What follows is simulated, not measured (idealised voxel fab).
The name of this process module is voxel ribs on slabs.
Cross-section cut: width 240 nm, square cells of 5 nm.
For the purposes of this document, a cross-section shall be understood as a grid of square cells, specified as bands listed in top-to-bottom order, each band consisting of one or more rows of cells. Look at the band entry: it leads with the top's height and the bottom's height in nm. Then it lists the materials left to right, with a width in nm for each. The word "all across" on a single material says that material fills the band edge to edge. The word "blank" is empty space. Zero point of the height axis is 0; under it, received wafer = one material. Lowest band: continues down indefinitely, "z 0 and below". You'd read "30..40" like this: the band's top row of cells is as wide as the first number, its bottom row is as wide as the second, and going down, every row changes width by the same amount as the row before did. When a step is marked "nothing altered", none of the cells in the cross-section changed during that step. Closed-off voids of 8+ cells (no open route to the top) go in "Sealed void inventory", written width x height at distance from the left edge, in nm. Heads up: the bit after the settings on a step's line is the simulator's remark on that step. The setting "overlay nm" may be written on the line of a step. When the step uses a mask, the value reports how far to the right of the planned place the mask lay, and a negative value reports that it lay to the left.

**Set out below are the planned steps of the process**
| 1 | RECEIVE (material Si) |
| 2 | DIRECTIONAL_DEP (material SiO2; thk nm 30) |
| 3 | DIRECTIONAL_DEP (material SiN; thk nm 20) |
| 4 | MASKED_ETCH (tone cover; mask id RIB; width nm 25; etch materials SiN; depth nm 5; overlay nm 0) |
| 5 | PATTERN (tone cover; mask id SLAB; material resist; width nm 65; thk nm 20; overlay nm 0) |
| 6 | DIRECTIONAL_ETCH (etch materials SiN; depth nm 15) |
| 7 | STRIP (etch materials resist) |
| 8 | FILL_DEP (material SiO2; thk nm 15) |
| 9 | CMP (height nm 60) |
| 10 | DIRECTIONAL_DEP (material TiN; thk nm 5) |
| 11 | DIRECTIONAL_DEP (material aC; thk nm 10) |
| 12 | PATTERN (tone cover; mask id HEATER; material resist; width nm 35; thk nm 25; overlay nm 0) |
| 13 | DIRECTIONAL_ETCH (etch materials aC; depth nm 10) |
| 14 | STRIP (etch materials resist) |
| 15 | DIRECTIONAL_ETCH (etch materials TiN; depth nm 5) |
| 16 | STRIP (etch materials aC) |
| 17 | CONFORMAL_DEP (material SiO2; thk nm 10) |

**What follows covers the first of two wafers; it ran as planned**

**Shown in cross-section is the wafer as received, that is, as it stands after step 1**
* z 0 and below = Si all across
* Sealed void inventory: none

**Take a look at the wafer's cross-section after step 2**
* z 30 to 0 = SiO2 all across
* Unchanged below 0.

**Take a look at the wafer's cross-section after step 3**
* z 50 to 30 = SiN all across
* Unchanged below 30.

**Take a look at the wafer's cross-section after step 4**
* z 50 to 45 = blank (105) / SiN (25) / blank (110)
* Unchanged below 45.

**Take a look at the wafer's cross-section after step 5**
* z 70 to 50 = blank (85) / resist (65) / blank (90)
* z 50 to 45 = blank (85) / resist (20) / SiN (25) / resist (20) / blank (90)
* Unchanged below 45.

**Take a look at the wafer's cross-section after step 6**
* z 70 to 50 = blank (85) / resist (65) / blank (90)
* z 50 to 45 = blank (85) / resist (20) / SiN (25) / resist (20) / blank (90)
* z 45 to 30 = blank (85) / SiN (65) / blank (90)
* Unchanged below 30.

**Take a look at the wafer's cross-section after step 7**
* z 50 to 45 = blank (105) / SiN (25) / blank (110)
* Unchanged below 45.

**Take a look at the wafer's cross-section after step 8**
* z 65 to 50 = SiO2 all across
* z 50 to 45 = SiO2 (105) / SiN (25) / SiO2 (110)
* z 45 to 30 = SiO2 (85) / SiN (65) / SiO2 (90)
* Unchanged below 30.

**Take a look at the wafer's cross-section after step 9**
* z 60 to 50 = SiO2 all across
* Unchanged below 50.

**Take a look at the wafer's cross-section after step 10**
* z 65 to 60 = TiN all across
* Unchanged below 60.

**Take a look at the wafer's cross-section after step 11**
* z 75 to 65 = aC all across
* Unchanged below 65.

**Take a look at the wafer's cross-section after step 12**
* z 100 to 75 = blank (100) / resist (35) / blank (105)
* Unchanged below 75.

**Take a look at the wafer's cross-section after step 13**
* z 90 to 75 = blank (100) / resist (35) / blank (105)
* z 75 to 65 = blank (100) / aC (35) / blank (105)
* Unchanged below 65.

**Take a look at the wafer's cross-section after step 14**
* z 75 to 65 = blank (100) / aC (35) / blank (105)
* Unchanged below 65.

**Take a look at the wafer's cross-section after step 15**
* z 75 to 65 = blank (100) / aC (35) / blank (105)
* z 65 to 60 = blank (100) / TiN (35) / blank (105)
* Unchanged below 60.

**Take a look at the wafer's cross-section after step 16**
* z 65 to 60 = blank (100) / TiN (35) / blank (105)
* Unchanged below 60.

**Take a look at the wafer's cross-section after step 17**
* z 75 to 70 = blank (90) / SiO2 (55) / blank (95)
* z 70 to 65 = SiO2 all across
* z 65 to 60 = SiO2 (100) / TiN (35) / SiO2 (105)
* Unchanged below 60.

**Second wafer: same start and same plan as the first, one execution error; identical to the first through step 2**

**X-section, second wafer, when step 3 was due to finish**
* z 70 to 30 = SiN all across
* Unchanged below 30.

**X-section, second wafer, when step 4 was due to finish**
* z 70 to 65 = blank (105) / SiN (25) / blank (110)
* Unchanged below 65.

**X-section, second wafer, when step 5 was due to finish**
* z 90 to 70 = blank (85) / resist (65) / blank (90)
* z 70 to 65 = blank (85) / resist (20) / SiN (25) / resist (20) / blank (90)
* Unchanged below 65.

**X-section, second wafer, when step 6 was due to finish**
* z 90 to 70 = blank (85) / resist (65) / blank (90)
* z 70 to 65 = blank (85) / resist (20) / SiN (25) / resist (20) / blank (90)
* z 65 to 50 = blank (85) / SiN (65) / blank (90)
* Unchanged below 50.

**X-section, second wafer, when step 7 was due to finish**
* z 70 to 65 = blank (105) / SiN (25) / blank (110)
* Unchanged below 65.

**X-section, second wafer, when step 8 was due to finish**
* z 85 to 70 = SiO2 all across
* z 70 to 65 = SiO2 (105) / SiN (25) / SiO2 (110)
* z 65 to 50 = SiO2 (85) / SiN (65) / SiO2 (90)
* Unchanged below 50.

**X-section, second wafer, when step 9 was due to finish**
* z 60 to 50 = SiO2 (85) / SiN (65) / SiO2 (90)
* Unchanged below 50.

**X-section, second wafer, when step 10 was due to finish**
* z 65 to 60 = TiN all across
* Unchanged below 60.

**X-section, second wafer, when step 11 was due to finish**
* z 75 to 65 = aC all across
* Unchanged below 65.

**X-section, second wafer, when step 12 was due to finish**
* z 100 to 75 = blank (100) / resist (35) / blank (105)
* Unchanged below 75.

**X-section, second wafer, when step 13 was due to finish**
* z 90 to 75 = blank (100) / resist (35) / blank (105)
* z 75 to 65 = blank (100) / aC (35) / blank (105)
* Unchanged below 65.

**X-section, second wafer, when step 14 was due to finish**
* z 75 to 65 = blank (100) / aC (35) / blank (105)
* Unchanged below 65.

**X-section, second wafer, when step 15 was due to finish**
* z 75 to 65 = blank (100) / aC (35) / blank (105)
* z 65 to 60 = blank (100) / TiN (35) / blank (105)
* Unchanged below 60.

**X-section, second wafer, when step 16 was due to finish**
* z 65 to 60 = blank (100) / TiN (35) / blank (105)
* Unchanged below 60.

**X-section, second wafer, when step 17 was due to finish**
* z 75 to 70 = blank (90) / SiO2 (55) / blank (95)
* z 70 to 65 = SiO2 all across
* z 65 to 60 = SiO2 (100) / TiN (35) / SiO2 (105)
* Unchanged below 60.
What broke from the plan during processing? step 3 of the plan was performed twice
Counted in cells at the end, the second wafer holds more or fewer of these materials than the first: +174 SiN, -174 SiO2
